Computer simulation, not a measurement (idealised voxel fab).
You're looking at the process module voxel ribs on slabs.
The width of the displayed cross-section, cut, is 150 nm; its cells are square, with a size of 5 nm.
If you're reading a cross-section in this doc, picture square cells in a grid; it comes to you as bands, top ones listed first down to the bottom, and a band can be one or more rows of cells. Look at the band entry: it leads with the top's height and the bottom's height in nm. Then it lists the materials left to right, with a width in nm for each. The word "everywhere" on a single material says that material fills the band edge to edge. The word "empty" is empty space. Note: height 0 marks the level under which the wafer is uniformly one material as received. Lowest band unbounded below, written "top 0, no bottom". The expression "30->40" gives the width at the extremes of the band, the first number at its top row of cells and the second at its bottom row, with the width changing by equal amounts from each row to the next in between. "nothing got changed" after a step means that no cell of the cross-section changed. The list in "Sealed void listing" covers empty spaces of 8 cells or more that cannot reach the top through any open way, and it gives each as width x height at distance; the distance is from the left edge, and width, height and distance are in nm. Anything after a step's settings on that line? It's the simulator's own note about the step. overlay nm: for a step with a mask, the amount by which the mask lay right of where it was planned; a negative amount means left of it.
## Steps planned for the process
step 1: RECEIVE: material Si
step 2: DIRECTIONAL_DEP: material SiO2, thk nm 30
step 3: DIRECTIONAL_DEP: material polySi, thk nm 20
step 4: DIRECTIONAL_DEP: material aC, thk nm 15
step 5: PATTERN: tone cover, mask id RIB, material resist, width nm 20, thk nm 30, overlay nm 0
step 6: DIRECTIONAL_ETCH: etch materials aC, depth nm 15
step 7: STRIP: etch materials resist
step 8: DIRECTIONAL_ETCH: etch materials polySi, depth nm 15
step 9: STRIP: etch materials aC
step 10: PATTERN: tone cover, mask id SLAB, material resist, width nm 60, thk nm 15, overlay nm 0
step 11: DIRECTIONAL_ETCH: etch materials polySi, depth nm 5
step 12: STRIP: etch materials resist
step 13: FILL_DEP: material SiO2, thk nm 25
step 14: CMP: height nm 65
step 15: DIRECTIONAL_DEP: material W, thk nm 5
step 16: PATTERN: tone cover, mask id HEATER, material resist, width nm 30, thk nm 15, overlay nm 0
step 17: DIRECTIONAL_ETCH: etch materials W, depth nm 5
step 18: STRIP: etch materials resist
step 19: CONFORMAL_DEP: material SiO2, thk nm 5
## This is the cross-section of the wafer as we received it, i.e. after step 1
> top 0, no bottom: Si everywhere
> Sealed void listing: none
## Module complete, cross-section. Starting point and plan per above. One mistake made in running the module
> top 75, bottom 70: 55 of empty | 40 of SiO2 | 55 of empty
> top 70, bottom 65: 60 of SiO2 | 30 of W | 60 of SiO2
> top 65, bottom 55: 65 of SiO2 | 20 of polySi | 65 of SiO2
> top 55, bottom 50: 45 of SiO2 | 60 of polySi | 45 of SiO2
> top 50, bottom 30: polySi everywhere
> top 30, bottom 0: SiO2 everywhere
> top 0, no bottom: Si everywhere
> Sealed void listing: none
So what did we get wrong on this run? plan step 3 ran twice
